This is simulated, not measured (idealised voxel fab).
process module | voxel self aligned contacts
cross-section cut | 140 nm wide | cells 5 nm
A cross-section is a grid of square cells, given in bands from the top down. A band is one or more rows of cells.
Each band's line starts with the height of the band's top and of its bottom, in nm. Then come its materials from left to right, each with its width in nm. One material with "throughout" fills the band from edge to edge. "air" is empty space.
Height 0 is the level under which the wafer as received is all one material. The lowest band goes on downwards, as in "0 down".
A width such as "30 to 40" changes by the same amount from each row of cells to the next, from the band's top row to its bottom row.
"no change" after a step means that no cell of the cross-section changed.
closed voids: empty space of 8 cells or more with no open way to the top, each as width x height at its distance from the left edge, in nm
after a step's settings: what the simulator itself notes on the step
overlay nm, on a step with a mask: how far to the right of its planned place the mask lay; to the left if negative
plan
1 op RECEIVE | material Si
2 op OXIDIZE | depth nm 5
3 op DIRECTIONAL_DEP | material polySi | thk nm 25
4 op DIRECTIONAL_DEP | material SiN | thk nm 25
5 op PATTERN | tone cover | mask id GATE | material resist | width nm 35 | pitch nm 75 | thk nm 20 | overlay nm 0
6 op DIRECTIONAL_ETCH | etch materials SiN | depth nm 25
7 op DIRECTIONAL_ETCH | etch materials polySi | depth nm 25
8 op STRIP | etch materials resist
9 op CONFORMAL_DEP | material SiN | thk nm 10
10 op DIRECTIONAL_ETCH | etch materials SiN | depth nm 10
11 op FILL_DEP | material SiO2 | thk nm 10
12 op CMP | height nm 55
13 op PATTERN | tone open | mask id CONTACT | material resist | width nm 50 | thk nm 20 | overlay nm 0
14 op DIRECTIONAL_ETCH | etch materials SiO2 | depth nm 60
15 op STRIP | etch materials resist
16 op CONFORMAL_DEP | material TiN | thk nm 5
17 op FILL_DEP | material W | thk nm 10
18 op CMP | height nm 55
19 op CONFORMAL_DEP | material SiCN | thk nm 5
first wafer, as planned
as received, after step 1
  0 down: Si throughout
  closed voids: none
after step 2
  0 to -5: SiO2 throughout
  below -5: unchanged
after step 3
  25 to 0: polySi throughout
  below 0: unchanged
after step 4
  50 to 25: SiN throughout
  below 25: unchanged
after step 5
  70 to 50: air 15 | resist 35 | air 40 | resist 35 | air 15
  below 50: unchanged
after step 6
  70 to 50: air 15 | resist 35 | air 40 | resist 35 | air 15
  50 to 25: air 15 | SiN 35 | air 40 | SiN 35 | air 15
  below 25: unchanged
after step 7
  70 to 50: air 15 | resist 35 | air 40 | resist 35 | air 15
  50 to 25: air 15 | SiN 35 | air 40 | SiN 35 | air 15
  25 to 0: air 15 | polySi 35 | air 40 | polySi 35 | air 15
  below 0: unchanged
after step 8
  50 to 25: air 15 | SiN 35 | air 40 | SiN 35 | air 15
  below 25: unchanged
after step 9
  60 to 25: air 5 | SiN 55 | air 20 | SiN 55 | air 5
  25 to 10: air 5 | SiN 10 | polySi 35 | SiN 10 | air 20 | SiN 10 | polySi 35 | SiN 10 | air 5
  10 to 0: SiN 15 | polySi 35 | SiN 40 | polySi 35 | SiN 15
  below 0: unchanged
after step 10
  50 to 25: air 5 | SiN 55 | air 20 | SiN 55 | air 5
  25 to 0: air 5 | SiN 10 | polySi 35 | SiN 10 | air 20 | SiN 10 | polySi 35 | SiN 10 | air 5
  below 0: unchanged
after step 11
  60 to 50: SiO2 throughout
  50 to 25: SiO2 5 | SiN 55 | SiO2 20 | SiN 55 | SiO2 5
  25 to 0: SiO2 5 | SiN 10 | polySi 35 | SiN 10 | SiO2 20 | SiN 10 | polySi 35 | SiN 10 | SiO2 5
  below 0: unchanged
after step 12
  55 to 50: SiO2 throughout
  below 50: unchanged
after step 13
  75 to 55: resist 45 | air 50 | resist 45
  below 55: unchanged
after step 14
  75 to 55: resist 45 | air 50 | resist 45
  55 to 50: SiO2 45 | air 50 | SiO2 45
  50 to 25: SiO2 5 | SiN 55 | air 20 | SiN 55 | SiO2 5
  25 to 0: SiO2 5 | SiN 10 | polySi 35 | SiN 10 | air 20 | SiN 10 | polySi 35 | SiN 10 | SiO2 5
  0 to -5: SiO2 60 | air 20 | SiO2 60
  below -5: unchanged
after step 15
  55 to 50: SiO2 45 | air 50 | SiO2 45
  below 50: unchanged
after step 16
  60 to 55: TiN 50 | air 40 | TiN 50
  55 to 50: SiO2 45 | TiN 20 | air 10 | TiN 20 | SiO2 45
  50 to 25: SiO2 5 | SiN 55 | TiN 5 | air 10 | TiN 5 | SiN 55 | SiO2 5
  25 to 0: SiO2 5 | SiN 10 | polySi 35 | SiN 10 | TiN 5 | air 10 | TiN 5 | SiN 10 | polySi 35 | SiN 10 | SiO2 5
  0 to -5: SiO2 60 | TiN 20 | SiO2 60
  below -5: unchanged
after step 17
  70 to 60: W throughout
  60 to 55: TiN 50 | W 40 | TiN 50
  55 to 50: SiO2 45 | TiN 20 | W 10 | TiN 20 | SiO2 45
  50 to 25: SiO2 5 | SiN 55 | TiN 5 | W 10 | TiN 5 | SiN 55 | SiO2 5
  25 to 0: SiO2 5 | SiN 10 | polySi 35 | SiN 10 | TiN 5 | W 10 | TiN 5 | SiN 10 | polySi 35 | SiN 10 | SiO2 5
  below 0: unchanged
after step 18
  55 to 50: SiO2 45 | TiN 20 | W 10 | TiN 20 | SiO2 45
  below 50: unchanged
after step 19
  60 to 55: SiCN throughout
  below 55: unchanged
second wafer: like start, like plan, one mistake. Through step 12 it matches the first wafer
when step 13 should have ended
  75 to 55: resist 40 | air 60 | resist 40
  below 55: unchanged
when step 14 should have ended
  75 to 55: resist 40 | air 60 | resist 40
  55 to 50: SiO2 40 | air 60 | SiO2 40
  50 to 25: SiO2 5 | SiN 55 | air 20 | SiN 55 | SiO2 5
  25 to 0: SiO2 5 | SiN 10 | polySi 35 | SiN 10 | air 20 | SiN 10 | polySi 35 | SiN 10 | SiO2 5
  0 to -5: SiO2 60 | air 20 | SiO2 60
  below -5: unchanged
when step 15 should have ended
  55 to 50: SiO2 40 | air 60 | SiO2 40
  below 50: unchanged
when step 16 should have ended
  60 to 55: TiN 45 | air 50 | TiN 45
  55 to 50: SiO2 40 | TiN 25 | air 10 | TiN 25 | SiO2 40
  50 to 25: SiO2 5 | SiN 55 | TiN 5 | air 10 | TiN 5 | SiN 55 | SiO2 5
  25 to 0: SiO2 5 | SiN 10 | polySi 35 | SiN 10 | TiN 5 | air 10 | TiN 5 | SiN 10 | polySi 35 | SiN 10 | SiO2 5
  0 to -5: SiO2 60 | TiN 20 | SiO2 60
  below -5: unchanged
when step 17 should have ended
  70 to 60: W throughout
  60 to 55: TiN 45 | W 50 | TiN 45
  55 to 50: SiO2 40 | TiN 25 | W 10 | TiN 25 | SiO2 40
  50 to 25: SiO2 5 | SiN 55 | TiN 5 | W 10 | TiN 5 | SiN 55 | SiO2 5
  25 to 0: SiO2 5 | SiN 10 | polySi 35 | SiN 10 | TiN 5 | W 10 | TiN 5 | SiN 10 | polySi 35 | SiN 10 | SiO2 5
  below 0: unchanged
when step 18 should have ended
  55 to 50: SiO2 40 | TiN 25 | W 10 | TiN 25 | SiO2 40
  below 50: unchanged
when step 19 should have ended
  60 to 55: SiCN throughout
  below 55: unchanged
what went wrong: step 13 ran as: op PATTERN | tone open | mask id CONTACT | material resist | width nm 60 | thk nm 20 | overlay nm 0
at the end the second wafer has, in cells: 2 fewer of SiO2 | 2 more of TiN
